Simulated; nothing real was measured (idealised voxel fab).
process module | voxel lift off
cross-section cut | 295 nm wide | cells 5 nm
A cross-section is a grid of square cells, given in bands from the top down. A band is one or more rows of cells.
Each band's line starts with the height of the band's top and of its bottom, in nm. Then come its materials from left to right, each with its width in nm. One material with "throughout" fills the band from edge to edge. "air" is empty space.
Height 0 is the level under which the wafer as received is all one material. The lowest band goes on downwards, as in "0 down".
A width such as "30 to 40" changes by the same amount from each row of cells to the next, from the band's top row to its bottom row.
"no change" after a step means that no cell of the cross-section changed.
closed voids: empty space of 8 cells or more with no open way to the top, each as width x height at its distance from the left edge, in nm
after a step's settings: what the simulator itself notes on the step
overlay nm, on a step with a mask: how far to the right of its planned place the mask lay; to the left if negative
plan
1 op RECEIVE | material Si
2 op CONFORMAL_DEP | material Al2O3 | thk nm 15
3 op PATTERN | tone open | mask id LINES | material resist | width nm 30 | pitch nm 55 | thk nm 15 | overlay nm 0
4 op DIRECTIONAL_DEP | material Ru | thk nm 5
5 op STRIP | etch materials resist
6 op CONFORMAL_DEP | material SiO2 | thk nm 10
as received, after step 1
  0 down: Si throughout
  closed voids: none
first wafer at the end, as planned
  30 to 25: air 65 | SiO2 50 | air 5 | SiO2 50 | air 5 | SiO2 50 | air 70
  25 to 20: SiO2 throughout
  20 to 15: SiO2 75 | Ru 30 | SiO2 25 | Ru 30 | SiO2 25 | Ru 30 | SiO2 80
  15 to 0: Al2O3 throughout
  0 down: Si throughout
  closed voids: none
second wafer at the end: like start, like plan, one mistake
  30 to 25: air 60 | SiO2 170 | air 65
  25 to 20: SiO2 throughout
  20 to 15: SiO2 70 | Ru 40 | SiO2 15 | Ru 40 | SiO2 15 | Ru 40 | SiO2 75
  15 to 0: Al2O3 throughout
  0 down: Si throughout
  closed voids: none
what went wrong: step 3 ran as: op PATTERN | tone open | mask id LINES | material resist | width nm 40 | pitch nm 55 | thk nm 15 | overlay nm 0
at the end the second wafer has, in cells: 6 more of Ru | 2 fewer of SiO2
